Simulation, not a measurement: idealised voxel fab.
Module name: voxel gate over fins (process module)
cross-section cut | 275 nm wide | cells 5 nm
Format of a cross-section: grid, square cells. Given as bands. Order: top down. Band: one or more rows of cells. It is stipulated that each band's entry specify, in nanometres, the height of the top of the band and then that of its bottom, followed by the materials of the band in left-to-right sequence, each together with its width in nanometres. A single material marked by the word "everywhere" is understood to fill the band from edge to edge; the word "empty" is understood to denote empty space. For the purposes of this specification, 0 denotes the height below which the wafer in its as-received condition is composed wholly of one material, and the lowermost band, lacking a lower limit, extends downward without end, as expressed in "top 0, no bottom". With a width like "30->40", each row of cells in the band differs from the next by the same amount, the top row carrying the first number and the bottom row the second. What does "identical to before" mean for a step? It means no cell of the cross-section changed in that step. "Voids lacking openings": sealed empty spaces, 8 cells or more, no open way to top, listed width x height at distance, with distance from the left edge and width, height and distance in nm. On a step's line, text after the settings is the simulator commenting on that step. The setting "overlay nm" may be written on the line of a step. When the step uses a mask, the value reports how far to the right of the planned place the mask lay, and a negative value reports that it lay to the left.
# Process steps (planned)
1) RECEIVE [material Si]
2) CONFORMAL_DEP [material SiN] [thk nm 10]
3) DIRECTIONAL_DEP [material aC] [thk nm 15]
4) PATTERN [tone cover] [mask id FINS] [material resist] [width nm 15] [pitch nm 60] [thk nm 30] [overlay nm 0]
5) DIRECTIONAL_ETCH [etch materials aC] [depth nm 15]
6) STRIP [etch materials resist]
7) DIRECTIONAL_ETCH [etch materials SiN] [depth nm 10]
8) DIRECTIONAL_ETCH [etch materials Si] [depth nm 30]
9) STRIP [etch materials aC]
10) FILL_DEP [material SiO2] [thk nm 10]
11) CMP [height nm 10]
12) DIRECTIONAL_DEP [material aC] [thk nm 15]
13) PATTERN [tone open] [mask id RAIL] [material resist] [width nm 15] [thk nm 35] [overlay nm 0]
14) DIRECTIONAL_ETCH [etch materials aC] [depth nm 15]
15) STRIP [etch materials resist]
16) DIRECTIONAL_ETCH [etch materials SiO2] [depth nm 35]
17) STRIP [etch materials aC]
18) CONFORMAL_DEP [material TiN] [thk nm 5]
19) FILL_DEP [material W] [thk nm 10]
20) CMP [height nm 10]
21) SELECTIVE_ETCH [etch materials W Ru TiN] [depth nm 25]
22) FILL_DEP [material SiO2] [thk nm 5]
23) CMP [height nm 10]
24) SELECTIVE_ETCH [etch materials SiO2] [depth nm 20]
25) STRIP [etch materials SiN]
26) CONFORMAL_DEP [material HfO2] [thk nm 5]
27) CONFORMAL_DEP [material TiN] [thk nm 5]
28) CONFORMAL_DEP [material TiAl] [thk nm 5]
29) CONFORMAL_DEP [material TiN] [thk nm 5]
30) FILL_DEP [material W] [thk nm 15]
31) CMP [height nm 30]
32) CONFORMAL_DEP [material SiN] [thk nm 10]
# as received, after step 1
* top 0, no bottom  Si everywhere
* Voids lacking openings: none
# Here's the wafer cut in cross-section after the module, started and planned just like above, except one thing was done wrong in the run
* top 40, bottom 30  SiN everywhere
* top 30, bottom 20  W everywhere
* top 20, bottom 15  W: 80 / TiN: 55 / W: 5 / TiN: 55 / W: 80
* top 15, bottom 10  W: 80 / TiN: 5 / TiAl: 45 / TiN: 5 / W: 5 / TiN: 5 / TiAl: 45 / TiN: 5 / W: 80
* top 10, bottom 5  W: 80 / TiN: 5 / TiAl: 5 / TiN: 35 / TiAl: 5 / TiN: 5 / W: 5 / TiN: 5 / TiAl: 5 / TiN: 35 / TiAl: 5 / TiN: 5 / W: 80
* top 5, bottom 0  W: 80 / TiN: 5 / TiAl: 5 / TiN: 5 / HfO2: 25 / TiN: 5 / TiAl: 5 / TiN: 15 / TiAl: 5 / TiN: 5 / HfO2: 25 / TiN: 5 / TiAl: 5 / TiN: 5 / W: 80
* top 0, bottom -5  W: 80 / TiN: 5 / TiAl: 5 / TiN: 5 / HfO2: 5 / Si: 15 / HfO2: 5 / TiN: 5 / TiAl: 25 / TiN: 5 / HfO2: 5 / Si: 15 / HfO2: 5 / TiN: 5 / TiAl: 5 / TiN: 5 / W: 80
* top -5, bottom -10  W: 80 / TiN: 5 / TiAl: 5 / TiN: 5 / HfO2: 5 / Si: 15 / HfO2: 5 / TiN: 35 / HfO2: 5 / Si: 15 / HfO2: 5 / TiN: 5 / TiAl: 5 / TiN: 5 / W: 80
* top -10, bottom -15  TiN: 85 / TiAl: 5 / TiN: 5 / HfO2: 5 / Si: 15 / HfO2: 5 / TiN: 5 / HfO2: 25 / TiN: 5 / HfO2: 5 / Si: 15 / HfO2: 5 / TiN: 5 / TiAl: 5 / TiN: 85
* top -15, bottom -20  TiAl: 90 / TiN: 5 / HfO2: 5 / Si: 15 / HfO2: 5 / TiN: 5 / HfO2: 5 / TiN: 5 / W: 5 / TiN: 5 / HfO2: 5 / TiN: 5 / HfO2: 5 / Si: 15 / HfO2: 5 / TiN: 5 / TiAl: 90
* top -20, bottom -25  TiN: 95 / HfO2: 5 / Si: 15 / HfO2: 5 / TiN: 5 / HfO2: 5 / TiN: 15 / HfO2: 5 / TiN: 5 / HfO2: 5 / Si: 15 / HfO2: 5 / TiN: 95
* top -25, bottom -30  HfO2: 100 / Si: 15 / HfO2: 20 / SiO2: 5 / HfO2: 20 / Si: 15 / HfO2: 100
* top -30, no bottom  Si everywhere
* Voids lacking openings: none
Deviation noted in wafer processing: heads up, step 24 of the plan got done twice
